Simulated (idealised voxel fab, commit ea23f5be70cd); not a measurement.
Process module heading - voxel wiring stack
cross-section cut | 270 nm wide | cells 5 nm
Reading order for cross-sections: top band down to bottom band. Underlying form: a grid of square cells. Band size: one or more rows of cells.
Top height, bottom height, nm. Materials left to right, width each, nm. Single material + "everywhere" = fills band edge to edge. "air" = empty.
Zero point of the height axis is 0; under it, received wafer = one material. Lowest band: continues down indefinitely, "z 0 and below".
You'd read "30..40" like this: the band's top row of cells is as wide as the first number, its bottom row is as wide as the second, and going down, every row changes width by the same amount as the row before did.
No cell of the cross-section changed in a step that is given as "remained unchanged".
"Sealed cavities": sealed empty spaces, 8 cells or more, no open way to top, listed width x height at distance, with distance from the left edge and width, height and distance in nm.
Where a step's line continues beyond its settings, the continuation is a remark by the simulator itself on that step.
You can add "overlay nm" to a step's line. For a step with a mask, it describes how far the mask lay to the right of its planned position, and a negative number describes a lay to the left.

PLANNED PROCESS STEPS
1. RECEIVE | material Si
2. CONFORMAL_DEP | material SiO2 | thk nm 10
3. CONFORMAL_DEP | material SiCN | thk nm 5
4. DIRECTIONAL_DEP | material SiO2 | thk nm 20
5. DIRECTIONAL_DEP | material aC | thk nm 10
6. PATTERN | tone open | mask id METAL_1 | material resist | width nm 20 | pitch nm 45 | thk nm 30 | overlay nm 0
7. DIRECTIONAL_ETCH | etch materials aC | depth nm 10
8. STRIP | etch materials resist
9. DIRECTIONAL_ETCH | etch materials SiO2 | depth nm 20
10. DIRECTIONAL_ETCH | etch materials SiCN | depth nm 5
11. STRIP | etch materials aC
12. CONFORMAL_DEP | material TiN | thk nm 5
13. FILL_DEP | material Cu | thk nm 10
14. CMP | height nm 35
15. EPI | material Ru | thk nm 5
16. FILL_DEP | material SiCN | thk nm 5
17. DIRECTIONAL_DEP | material SiO2 | thk nm 20
18. PATTERN | tone open | mask id PLUG_1 | material resist | width nm 15 | thk nm 15 | overlay nm 0
19. DIRECTIONAL_ETCH | etch materials SiO2 | depth nm 20
20. DIRECTIONAL_ETCH | etch materials SiCN | depth nm 5
21. STRIP | etch materials resist
22. CONFORMAL_DEP | material TiN | thk nm 5
23. FILL_DEP | material Ru | thk nm 5
24. CMP | height nm 65
25. DIRECTIONAL_DEP | material TiN | thk nm 5
26. DIRECTIONAL_DEP | material Ru | thk nm 25
27. MASKED_ETCH | tone cover | mask id METAL_2 | width nm 20 | pitch nm 45 | etch materials Ru | depth nm 25 | overlay nm 0
28. MASKED_ETCH | tone cover | mask id METAL_2 | width nm 20 | pitch nm 45 | etch materials TiN | depth nm 5 | overlay nm 0
29. CONFORMAL_DEP | material SiN | thk nm 5
30. FILL_DEP | material lowk | thk nm 5
31. CMP | height nm 95
32. CONFORMAL_DEP | material SiCN | thk nm 5
33. DIRECTIONAL_DEP | material SiO2 | thk nm 15
34. PATTERN | tone open | mask id PLUG_2 | material resist | width nm 15 | pitch nm 45 | thk nm 15 | overlay nm 0
35. DIRECTIONAL_ETCH | etch materials SiO2 | depth nm 15
36. DIRECTIONAL_ETCH | etch materials SiCN | depth nm 5
37. STRIP | etch materials resist
38. CONFORMAL_DEP | material TiN | thk nm 5
39. FILL_DEP | material Ru | thk nm 10
40. CMP | height nm 115
41. DIRECTIONAL_DEP | material TiN | thk nm 5
42. DIRECTIONAL_DEP | material Ru | thk nm 15
43. MASKED_ETCH | tone cover | mask id METAL_3 | width nm 20 | pitch nm 45 | etch materials Ru | depth nm 15 | overlay nm 0
44. MASKED_ETCH | tone cover | mask id METAL_3 | width nm 20 | pitch nm 45 | etch materials TiN | depth nm 5 | overlay nm 0
45. CONFORMAL_DEP | material SiCN | thk nm 5
46. FILL_DEP | material SiO2 | thk nm 10
47. CMP | height nm 135
48. CONFORMAL_DEP | material SiCN | thk nm 5

BELOW: THE FIRST OF TWO WAFERS, RUN AS PLANNED

RECEIVED-STATE CROSS-SECTION, REFLECTING COMPLETION OF STEP 1
> z 0 and below: Si everywhere
> Sealed cavities: none

THE WAFER IN CROSS-SECTION ONCE STEP 2 IS COMPLETE
> z 10 to 0: SiO2 everywhere
> Lower than 0, everything is as it was.

THE WAFER IN CROSS-SECTION ONCE STEP 3 IS COMPLETE
> z 15 to 10: SiCN everywhere
> Lower than 10, everything is as it was.

THE WAFER IN CROSS-SECTION ONCE STEP 4 IS COMPLETE
> z 35 to 15: SiO2 everywhere
> Lower than 15, everything is as it was.

THE WAFER IN CROSS-SECTION ONCE STEP 5 IS COMPLETE
> z 45 to 35: aC everywhere
> Lower than 35, everything is as it was.

THE WAFER IN CROSS-SECTION ONCE STEP 6 IS COMPLETE
> z 75 to 45: resist: 100, air: 20, resist: 25, air: 20, resist: 105
> Lower than 45, everything is as it was.

THE WAFER IN CROSS-SECTION ONCE STEP 7 IS COMPLETE
> z 65 to 45: resist: 100, air: 20, resist: 25, air: 20, resist: 105
> z 45 to 35: aC: 100, air: 20, aC: 25, air: 20, aC: 105
> Lower than 35, everything is as it was.

THE WAFER IN CROSS-SECTION ONCE STEP 8 IS COMPLETE
> z 45 to 35: aC: 100, air: 20, aC: 25, air: 20, aC: 105
> Lower than 35, everything is as it was.

THE WAFER IN CROSS-SECTION ONCE STEP 9 IS COMPLETE
> z 45 to 35: aC: 100, air: 20, aC: 25, air: 20, aC: 105
> z 35 to 15: SiO2: 100, air: 20, SiO2: 25, air: 20, SiO2: 105
> Lower than 15, everything is as it was.

THE WAFER IN CROSS-SECTION ONCE STEP 10 IS COMPLETE
> z 45 to 35: aC: 100, air: 20, aC: 25, air: 20, aC: 105
> z 35 to 15: SiO2: 100, air: 20, SiO2: 25, air: 20, SiO2: 105
> z 15 to 10: SiCN: 100, air: 20, SiCN: 25, air: 20, SiCN: 105
> Lower than 10, everything is as it was.

THE WAFER IN CROSS-SECTION ONCE STEP 11 IS COMPLETE
> z 35 to 15: SiO2: 100, air: 20, SiO2: 25, air: 20, SiO2: 105
> Lower than 15, everything is as it was.

THE WAFER IN CROSS-SECTION ONCE STEP 12 IS COMPLETE
> z 40 to 35: TiN: 105, air: 10, TiN: 35, air: 10, TiN: 110
> z 35 to 15: SiO2: 100, TiN: 5, air: 10, TiN: 5, SiO2: 25, TiN: 5, air: 10, TiN: 5, SiO2: 105
> z 15 to 10: SiCN: 100, TiN: 20, SiCN: 25, TiN: 20, SiCN: 105
> Lower than 10, everything is as it was.

THE WAFER IN CROSS-SECTION ONCE STEP 13 IS COMPLETE
> z 50 to 40: Cu everywhere
> z 40 to 35: TiN: 105, Cu: 10, TiN: 35, Cu: 10, TiN: 110
> z 35 to 15: SiO2: 100, TiN: 5, Cu: 10, TiN: 5, SiO2: 25, TiN: 5, Cu: 10, TiN: 5, SiO2: 105
> Lower than 15, everything is as it was.

THE WAFER IN CROSS-SECTION ONCE STEP 14 IS COMPLETE
> z 35 to 15: SiO2: 100, TiN: 5, Cu: 10, TiN: 5, SiO2: 25, TiN: 5, Cu: 10, TiN: 5, SiO2: 105
> Lower than 15, everything is as it was.

THE WAFER IN CROSS-SECTION ONCE STEP 15 IS COMPLETE
> z 40 to 35: air: 95, Ru: 30, air: 15, Ru: 30, air: 100
> Lower than 35, everything is as it was.

THE WAFER IN CROSS-SECTION ONCE STEP 16 IS COMPLETE
> z 45 to 40: SiCN everywhere
> z 40 to 35: SiCN: 95, Ru: 30, SiCN: 15, Ru: 30, SiCN: 100
> Lower than 35, everything is as it was.

THE WAFER IN CROSS-SECTION ONCE STEP 17 IS COMPLETE
> z 65 to 45: SiO2 everywhere
> Lower than 45, everything is as it was.

THE WAFER IN CROSS-SECTION ONCE STEP 18 IS COMPLETE
> z 80 to 65: resist: 100, air: 15, resist: 155
> Lower than 65, everything is as it was.

THE WAFER IN CROSS-SECTION ONCE STEP 19 IS COMPLETE
> z 80 to 65: resist: 100, air: 15, resist: 155
> z 65 to 45: SiO2: 100, air: 15, SiO2: 155
> Lower than 45, everything is as it was.

THE WAFER IN CROSS-SECTION ONCE STEP 20 IS COMPLETE
> z 80 to 65: resist: 100, air: 15, resist: 155
> z 65 to 45: SiO2: 100, air: 15, SiO2: 155
> z 45 to 40: SiCN: 100, air: 15, SiCN: 155
> Lower than 40, everything is as it was.

THE WAFER IN CROSS-SECTION ONCE STEP 21 IS COMPLETE
> z 65 to 45: SiO2: 100, air: 15, SiO2: 155
> Lower than 45, everything is as it was.

THE WAFER IN CROSS-SECTION ONCE STEP 22 IS COMPLETE
> z 70 to 65: TiN: 105, air: 5, TiN: 160
> z 65 to 45: SiO2: 100, TiN: 5, air: 5, TiN: 5, SiO2: 155
> z 45 to 40: SiCN: 100, TiN: 15, SiCN: 155
> Lower than 40, everything is as it was.

THE WAFER IN CROSS-SECTION ONCE STEP 23 IS COMPLETE
> z 75 to 70: Ru everywhere
> z 70 to 65: TiN: 105, Ru: 5, TiN: 160
> z 65 to 45: SiO2: 100, TiN: 5, Ru: 5, TiN: 5, SiO2: 155
> Lower than 45, everything is as it was.

THE WAFER IN CROSS-SECTION ONCE STEP 24 IS COMPLETE
> z 65 to 45: SiO2: 100, TiN: 5, Ru: 5, TiN: 5, SiO2: 155
> Lower than 45, everything is as it was.

THE WAFER IN CROSS-SECTION ONCE STEP 25 IS COMPLETE
> z 70 to 65: TiN everywhere
> Lower than 65, everything is as it was.

THE WAFER IN CROSS-SECTION ONCE STEP 26 IS COMPLETE
> z 95 to 70: Ru everywhere
> Lower than 70, everything is as it was.

THE WAFER IN CROSS-SECTION ONCE STEP 27 IS COMPLETE
> z 95 to 70: air: 100, Ru: 20, air: 25, Ru: 20, air: 105
> Lower than 70, everything is as it was.

THE WAFER IN CROSS-SECTION ONCE STEP 28 IS COMPLETE
> z 95 to 70: air: 100, Ru: 20, air: 25, Ru: 20, air: 105
> z 70 to 65: air: 100, TiN: 20, air: 25, TiN: 20, air: 105
> Lower than 65, everything is as it was.

THE WAFER IN CROSS-SECTION ONCE STEP 29 IS COMPLETE
> z 100 to 95: air: 95, SiN: 30, air: 15, SiN: 30, air: 100
> z 95 to 70: air: 95, SiN: 5, Ru: 20, SiN: 5, air: 15, SiN: 5, Ru: 20, SiN: 5, air: 100
> z 70 to 65: SiN: 100, TiN: 20, SiN: 25, TiN: 20, SiN: 105
> Lower than 65, everything is as it was.

THE WAFER IN CROSS-SECTION ONCE STEP 30 IS COMPLETE
> z 105 to 100: lowk everywhere
> z 100 to 95: lowk: 95, SiN: 30, lowk: 15, SiN: 30, lowk: 100
> z 95 to 70: lowk: 95, SiN: 5, Ru: 20, SiN: 5, lowk: 15, SiN: 5, Ru: 20, SiN: 5, lowk: 100
> Lower than 70, everything is as it was.

THE WAFER IN CROSS-SECTION ONCE STEP 31 IS COMPLETE
> z 95 to 70: lowk: 95, SiN: 5, Ru: 20, SiN: 5, lowk: 15, SiN: 5, Ru: 20, SiN: 5, lowk: 100
> Lower than 70, everything is as it was.

THE WAFER IN CROSS-SECTION ONCE STEP 32 IS COMPLETE
> z 100 to 95: SiCN everywhere
> Lower than 95, everything is as it was.

THE WAFER IN CROSS-SECTION ONCE STEP 33 IS COMPLETE
> z 115 to 100: SiO2 everywhere
> Lower than 100, everything is as it was.

THE WAFER IN CROSS-SECTION ONCE STEP 34 IS COMPLETE
> z 130 to 115: resist: 100, air: 15, resist: 30, air: 15, resist: 110
> Lower than 115, everything is as it was.

THE WAFER IN CROSS-SECTION ONCE STEP 35 IS COMPLETE
> z 130 to 115: resist: 100, air: 15, resist: 30, air: 15, resist: 110
> z 115 to 100: SiO2: 100, air: 15, SiO2: 30, air: 15, SiO2: 110
> Lower than 100, everything is as it was.

THE WAFER IN CROSS-SECTION ONCE STEP 36 IS COMPLETE
> z 130 to 115: resist: 100, air: 15, resist: 30, air: 15, resist: 110
> z 115 to 100: SiO2: 100, air: 15, SiO2: 30, air: 15, SiO2: 110
> z 100 to 95: SiCN: 100, air: 15, SiCN: 30, air: 15, SiCN: 110
> Lower than 95, everything is as it was.

THE WAFER IN CROSS-SECTION ONCE STEP 37 IS COMPLETE
> z 115 to 100: SiO2: 100, air: 15, SiO2: 30, air: 15, SiO2: 110
> Lower than 100, everything is as it was.

THE WAFER IN CROSS-SECTION ONCE STEP 38 IS COMPLETE
> z 120 to 115: TiN: 105, air: 5, TiN: 40, air: 5, TiN: 115
> z 115 to 100: SiO2: 100, TiN: 5, air: 5, TiN: 5, SiO2: 30, TiN: 5, air: 5, TiN: 5, SiO2: 110
> z 100 to 95: SiCN: 100, TiN: 15, SiCN: 30, TiN: 15, SiCN: 110
> Lower than 95, everything is as it was.

THE WAFER IN CROSS-SECTION ONCE STEP 39 IS COMPLETE
> z 130 to 120: Ru everywhere
> z 120 to 115: TiN: 105, Ru: 5, TiN: 40, Ru: 5, TiN: 115
> z 115 to 100: SiO2: 100, TiN: 5, Ru: 5, TiN: 5, SiO2: 30, TiN: 5, Ru: 5, TiN: 5, SiO2: 110
> Lower than 100, everything is as it was.

THE WAFER IN CROSS-SECTION ONCE STEP 40 IS COMPLETE
> z 115 to 100: SiO2: 100, TiN: 5, Ru: 5, TiN: 5, SiO2: 30, TiN: 5, Ru: 5, TiN: 5, SiO2: 110
> Lower than 100, everything is as it was.

THE WAFER IN CROSS-SECTION ONCE STEP 41 IS COMPLETE
> z 120 to 115: TiN everywhere
> Lower than 115, everything is as it was.

THE WAFER IN CROSS-SECTION ONCE STEP 42 IS COMPLETE
> z 135 to 120: Ru everywhere
> Lower than 120, everything is as it was.

THE WAFER IN CROSS-SECTION ONCE STEP 43 IS COMPLETE
> z 135 to 120: air: 100, Ru: 20, air: 25, Ru: 20, air: 105
> Lower than 120, everything is as it was.

THE WAFER IN CROSS-SECTION ONCE STEP 44 IS COMPLETE
> z 135 to 120: air: 100, Ru: 20, air: 25, Ru: 20, air: 105
> z 120 to 115: air: 100, TiN: 20, air: 25, TiN: 20, air: 105
> Lower than 115, everything is as it was.

THE WAFER IN CROSS-SECTION ONCE STEP 45 IS COMPLETE
> z 140 to 135: air: 95, SiCN: 30, air: 15, SiCN: 30, air: 100
> z 135 to 120: air: 95, SiCN: 5, Ru: 20, SiCN: 5, air: 15, SiCN: 5, Ru: 20, SiCN: 5, air: 100
> z 120 to 115: SiCN: 100, TiN: 20, SiCN: 25, TiN: 20, SiCN: 105
> Lower than 115, everything is as it was.

THE WAFER IN CROSS-SECTION ONCE STEP 46 IS COMPLETE
> z 150 to 140: SiO2 everywhere
> z 140 to 135: SiO2: 95, SiCN: 30, SiO2: 15, SiCN: 30, SiO2: 100
> z 135 to 120: SiO2: 95, SiCN: 5, Ru: 20, SiCN: 5, SiO2: 15, SiCN: 5, Ru: 20, SiCN: 5, SiO2: 100
> Lower than 120, everything is as it was.

THE WAFER IN CROSS-SECTION ONCE STEP 47 IS COMPLETE
> z 135 to 120: SiO2: 95, SiCN: 5, Ru: 20, SiCN: 5, SiO2: 15, SiCN: 5, Ru: 20, SiCN: 5, SiO2: 100
> Lower than 120, everything is as it was.

THE WAFER IN CROSS-SECTION ONCE STEP 48 IS COMPLETE
> z 140 to 135: SiCN everywhere
> Lower than 135, everything is as it was.

WAFER TWO. SAME START, SAME PLAN, ONE SLIP IN EXECUTION. SAME AS WAFER ONE THROUGH STEP 26, INCLUSIVE

SECOND WAFER, SECTIONED VIEW, AT STEP 27'S PLANNED END TIME
> z 95 to 70: Ru: 100, air: 20, Ru: 25, air: 20, Ru: 105
> Lower than 70, everything is as it was.

Second wafer, sectioned view, at step 28's planned end time: remained unchanged

SECOND WAFER, SECTIONED VIEW, AT STEP 29'S PLANNED END TIME
> z 100 to 95: SiN: 105, air: 10, SiN: 35, air: 10, SiN: 110
> z 95 to 75: Ru: 100, SiN: 5, air: 10, SiN: 5, Ru: 25, SiN: 5, air: 10, SiN: 5, Ru: 105
> z 75 to 70: Ru: 100, SiN: 20, Ru: 25, SiN: 20, Ru: 105
> Lower than 70, everything is as it was.

SECOND WAFER, SECTIONED VIEW, AT STEP 30'S PLANNED END TIME
> z 105 to 100: lowk everywhere
> z 100 to 95: SiN: 105, lowk: 10, SiN: 35, lowk: 10, SiN: 110
> z 95 to 75: Ru: 100, SiN: 5, lowk: 10, SiN: 5, Ru: 25, SiN: 5, lowk: 10, SiN: 5, Ru: 105
> Lower than 75, everything is as it was.

SECOND WAFER, SECTIONED VIEW, AT STEP 31'S PLANNED END TIME
> z 95 to 75: Ru: 100, SiN: 5, lowk: 10, SiN: 5, Ru: 25, SiN: 5, lowk: 10, SiN: 5, Ru: 105
> Lower than 75, everything is as it was.

SECOND WAFER, SECTIONED VIEW, AT STEP 32'S PLANNED END TIME
> z 100 to 95: SiCN everywhere
> Lower than 95, everything is as it was.

SECOND WAFER, SECTIONED VIEW, AT STEP 33'S PLANNED END TIME
> z 115 to 100: SiO2 everywhere
> Lower than 100, everything is as it was.

SECOND WAFER, SECTIONED VIEW, AT STEP 34'S PLANNED END TIME
> z 130 to 115: resist: 100, air: 15, resist: 30, air: 15, resist: 110
> Lower than 115, everything is as it was.

SECOND WAFER, SECTIONED VIEW, AT STEP 35'S PLANNED END TIME
> z 130 to 115: resist: 100, air: 15, resist: 30, air: 15, resist: 110
> z 115 to 100: SiO2: 100, air: 15, SiO2: 30, air: 15, SiO2: 110
> Lower than 100, everything is as it was.

SECOND WAFER, SECTIONED VIEW, AT STEP 36'S PLANNED END TIME
> z 130 to 115: resist: 100, air: 15, resist: 30, air: 15, resist: 110
> z 115 to 100: SiO2: 100, air: 15, SiO2: 30, air: 15, SiO2: 110
> z 100 to 95: SiCN: 100, air: 15, SiCN: 30, air: 15, SiCN: 110
> Lower than 95, everything is as it was.

SECOND WAFER, SECTIONED VIEW, AT STEP 37'S PLANNED END TIME
> z 115 to 100: SiO2: 100, air: 15, SiO2: 30, air: 15, SiO2: 110
> Lower than 100, everything is as it was.

SECOND WAFER, SECTIONED VIEW, AT STEP 38'S PLANNED END TIME
> z 120 to 115: TiN: 105, air: 5, TiN: 40, air: 5, TiN: 115
> z 115 to 100: SiO2: 100, TiN: 5, air: 5, TiN: 5, SiO2: 30, TiN: 5, air: 5, TiN: 5, SiO2: 110
> z 100 to 95: SiCN: 100, TiN: 15, SiCN: 30, TiN: 15, SiCN: 110
> Lower than 95, everything is as it was.

SECOND WAFER, SECTIONED VIEW, AT STEP 39'S PLANNED END TIME
> z 130 to 120: Ru everywhere
> z 120 to 115: TiN: 105, Ru: 5, TiN: 40, Ru: 5, TiN: 115
> z 115 to 100: SiO2: 100, TiN: 5, Ru: 5, TiN: 5, SiO2: 30, TiN: 5, Ru: 5, TiN: 5, SiO2: 110
> Lower than 100, everything is as it was.

SECOND WAFER, SECTIONED VIEW, AT STEP 40'S PLANNED END TIME
> z 115 to 100: SiO2: 100, TiN: 5, Ru: 5, TiN: 5, SiO2: 30, TiN: 5, Ru: 5, TiN: 5, SiO2: 110
> Lower than 100, everything is as it was.

SECOND WAFER, SECTIONED VIEW, AT STEP 41'S PLANNED END TIME
> z 120 to 115: TiN everywhere
> Lower than 115, everything is as it was.

SECOND WAFER, SECTIONED VIEW, AT STEP 42'S PLANNED END TIME
> z 135 to 120: Ru everywhere
> Lower than 120, everything is as it was.

SECOND WAFER, SECTIONED VIEW, AT STEP 43'S PLANNED END TIME
> z 135 to 120: air: 100, Ru: 20, air: 25, Ru: 20, air: 105
> Lower than 120, everything is as it was.

SECOND WAFER, SECTIONED VIEW, AT STEP 44'S PLANNED END TIME
> z 135 to 120: air: 100, Ru: 20, air: 25, Ru: 20, air: 105
> z 120 to 115: air: 100, TiN: 20, air: 25, TiN: 20, air: 105
> Lower than 115, everything is as it was.

SECOND WAFER, SECTIONED VIEW, AT STEP 45'S PLANNED END TIME
> z 140 to 135: air: 95, SiCN: 30, air: 15, SiCN: 30, air: 100
> z 135 to 120: air: 95, SiCN: 5, Ru: 20, SiCN: 5, air: 15, SiCN: 5, Ru: 20, SiCN: 5, air: 100
> z 120 to 115: SiCN: 100, TiN: 20, SiCN: 25, TiN: 20, SiCN: 105
> Lower than 115, everything is as it was.

SECOND WAFER, SECTIONED VIEW, AT STEP 46'S PLANNED END TIME
> z 150 to 140: SiO2 everywhere
> z 140 to 135: SiO2: 95, SiCN: 30, SiO2: 15, SiCN: 30, SiO2: 100
> z 135 to 120: SiO2: 95, SiCN: 5, Ru: 20, SiCN: 5, SiO2: 15, SiCN: 5, Ru: 20, SiCN: 5, SiO2: 100
> Lower than 120, everything is as it was.

SECOND WAFER, SECTIONED VIEW, AT STEP 47'S PLANNED END TIME
> z 135 to 120: SiO2: 95, SiCN: 5, Ru: 20, SiCN: 5, SiO2: 15, SiCN: 5, Ru: 20, SiCN: 5, SiO2: 100
> Lower than 120, everything is as it was.

SECOND WAFER, SECTIONED VIEW, AT STEP 48'S PLANNED END TIME
> z 140 to 135: SiCN everywhere
> Lower than 135, everything is as it was.
It is concluded that the wafer was processed incorrectly with respect to the plan, in that step 27 deviated from plan and actually ran as MASKED_ETCH | tone open | mask id METAL_2 | width nm 20 | pitch nm 45 | etch materials Ru | depth nm 25 | overlay nm 0
The final cell counts differ between the wafers, with the second having more or fewer of some materials than the first: +190 Ru, -42 SiN, +46 TiN, -194 lowk
